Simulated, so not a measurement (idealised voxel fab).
Documented hereafter: the process module known as voxel lift off.
Section shown: cut. Width: 175 nm. Cell size: 5 nm, square.
A cross-section is a grid of square cells, given in bands from the top down. A band is one or more rows of cells.
Quick guide to a band line: top height, bottom height (nm) up front; then every material left to right with its width in nm. Only one material and it's marked "full width"? Then it fills the band edge to edge. And "air" just means empty space.
Heights are expressed relative to 0, this being the level below which the as-received wafer comprises one material exclusively. The lowest band is unbounded in the downward direction and is denoted as in "0 and below".
Think of "30 to 40" as a width that walks from the first number to the second as you go down the band, top row to bottom row, taking equal-sized steps from row to row.
The designation "left unchanged", where it is given for a processing step, indicates that no cell of the cross-section was altered in the course of that step.
"Internal closed voids": empty spaces of 8 cells or more with no open way to the top, each given as width x height at distance, distance from the left edge, all in nm.
Post-settings text on a step line: simulator's own remark regarding the step.
When a step includes a mask, the "overlay nm" setting on its line states how far to the right of its planned place that mask lay, and negative values state how far to the left.
Planned step list for the process
step 1: RECEIVE (material Si)
step 2: CONFORMAL_DEP (material SiO2; thk nm 15)
step 3: PATTERN (tone open; mask id LINES; material resist; width nm 30; pitch nm 45; thk nm 30; overlay nm 0)
step 4: DIRECTIONAL_DEP (material Ru; thk nm 15)
step 5: STRIP (etch materials resist)
step 6: CONFORMAL_DEP (material SiO2; thk nm 5)
Run as planned: first of two wafers
Incoming wafer, cross-sectional view, post step 1
0 and below  Si full width
Internal closed voids: none
After step 2: wafer cross-section
15 down to 0  SiO2 full width
Under the height 0 nothing was changed.
After step 3: wafer cross-section
45 down to 15  resist: 50 | air: 30 | resist: 15 | air: 30 | resist: 50
Under the height 15 nothing was changed.
After step 4: wafer cross-section
60 down to 45  Ru: 50 | air: 30 | Ru: 15 | air: 30 | Ru: 50
45 down to 30  resist: 50 | air: 30 | resist: 15 | air: 30 | resist: 50
30 down to 15  resist: 50 | Ru: 30 | resist: 15 | Ru: 30 | resist: 50
Under the height 15 nothing was changed.
After step 5: wafer cross-section
30 down to 15  air: 50 | Ru: 30 | air: 15 | Ru: 30 | air: 50
Under the height 15 nothing was changed.
After step 6: wafer cross-section
35 down to 30  air: 45 | SiO2: 40 | air: 5 | SiO2: 40 | air: 45
30 down to 20  air: 45 | SiO2: 5 | Ru: 30 | SiO2: 5 | air: 5 | SiO2: 5 | Ru: 30 | SiO2: 5 | air: 45
20 down to 15  SiO2: 50 | Ru: 30 | SiO2: 15 | Ru: 30 | SiO2: 50
Under the height 15 nothing was changed.
The second wafer: identical to the first at the outset and in its planned sequence, differing only in that one mistake was made during processing; up to and including step 3, its path is the first wafer's path
Cross-section: second wafer, time at which step 4 was scheduled to end
70 down to 45  Ru: 50 | air: 30 | Ru: 15 | air: 30 | Ru: 50
45 down to 40  resist: 50 | air: 30 | resist: 15 | air: 30 | resist: 50
40 down to 15  resist: 50 | Ru: 30 | resist: 15 | Ru: 30 | resist: 50
Under the height 15 nothing was changed.
Cross-section: second wafer, time at which step 5 was scheduled to end
40 down to 15  air: 50 | Ru: 30 | air: 15 | Ru: 30 | air: 50
Under the height 15 nothing was changed.
Cross-section: second wafer, time at which step 6 was scheduled to end
45 down to 40  air: 45 | SiO2: 40 | air: 5 | SiO2: 40 | air: 45
40 down to 20  air: 45 | SiO2: 5 | Ru: 30 | SiO2: 5 | air: 5 | SiO2: 5 | Ru: 30 | SiO2: 5 | air: 45
20 down to 15  SiO2: 50 | Ru: 30 | SiO2: 15 | Ru: 30 | SiO2: 50
Under the height 15 nothing was changed.
Deviation noted in wafer processing: step 4 did not happen as planned, as run it was DIRECTIONAL_DEP (material Ru; thk nm 25)
Cell-count delta at end, second wafer over first, by material: +24 Ru, +8 SiO2
